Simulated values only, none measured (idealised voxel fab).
Process module, titled voxel ribs on slabs
Cross-section cut: width 160 nm, square cells of 5 nm.
A cross-section in this document is a grid of square cells, and it is written down as bands, the top band listed before the ones below it; a band is made up of one or more rows of cells. The entry gives the band's vertical extent as a top height and a bottom height in nm, then its horizontal make-up as materials from left to right, each with a width in nm. "air" stands for empty space; a single material marked "full width" fills the band edge to edge. All heights in this document are referenced to 0, defined as the level beneath which the wafer, as received, consists entirely of one material. The lowest band is not bounded below; it extends indefinitely downward and is written in the form "z 0 and below". The notation "30..40" denotes a width that varies across the rows of cells in the band, beginning at the first number in the top row, finishing at the second number in the bottom row, and changing by an identical amount from each row to the next. When a step is marked "left unchanged", none of the cells in the cross-section changed during that step. Look at "Fully closed voids" for the closed voids: empty spaces with no open path to the top, sized 8 cells or up. Each is width x height at distance, distance from the left edge, all nm. Past the settings on a step's line: simulator remark, on that step. overlay nm: step with mask; distance mask lay right of planned place; negative value = left of planned place.
This section lists the process steps that were planned:
| 1 | RECEIVE: material Si |
| 2 | DIRECTIONAL_DEP: material SiO2, thk nm 30 |
| 3 | DIRECTIONAL_DEP: material SiN, thk nm 25 |
| 4 | PATTERN: tone cover, mask id RIB, material resist, width nm 15, thk nm 15, overlay nm 0 |
| 5 | DIRECTIONAL_ETCH: etch materials SiN, depth nm 10 |
| 6 | STRIP: etch materials resist |
| 7 | PATTERN: tone cover, mask id SLAB, material resist, width nm 55, thk nm 20, overlay nm 0 |
| 8 | DIRECTIONAL_ETCH: etch materials SiN, depth nm 15 |
| 9 | STRIP: etch materials resist |
| 10 | FILL_DEP: material SiO2, thk nm 25 |
| 11 | CMP: height nm 70 |
| 12 | DIRECTIONAL_DEP: material TiN, thk nm 10 |
| 13 | MASKED_ETCH: tone cover, mask id HEATER, width nm 25, etch materials TiN, depth nm 10, overlay nm 0 |
| 14 | CONFORMAL_DEP: material SiN, thk nm 10 |
As-received state of the wafer in cross-section, equivalent to post-step 1:
	z 0 and below | Si full width
	Fully closed voids: none
Starting wafer: above. Plan: above. Run: one mistake. Cross-section after the module: below:
	z 90 to 80 | 55 of air, then 45 of SiN, then 60 of air
	z 80 to 70 | 65 of SiN, then 25 of TiN, then 70 of SiN
	z 70 to 55 | SiO2 full width
	z 55 to 45 | 60 of SiO2, then 15 of SiN, then 85 of SiO2
	z 45 to 30 | 50 of SiO2, then 55 of SiN, then 55 of SiO2
	z 30 to 0 | SiO2 full width
	z 0 and below | Si full width
	Fully closed voids: none
In executing the process, a mistake was made relative to the plan: for step 4, the planned setting was not used; the step was instead run as PATTERN: tone cover, mask id RIB, material resist, width nm 15, thk nm 15, overlay nm -10
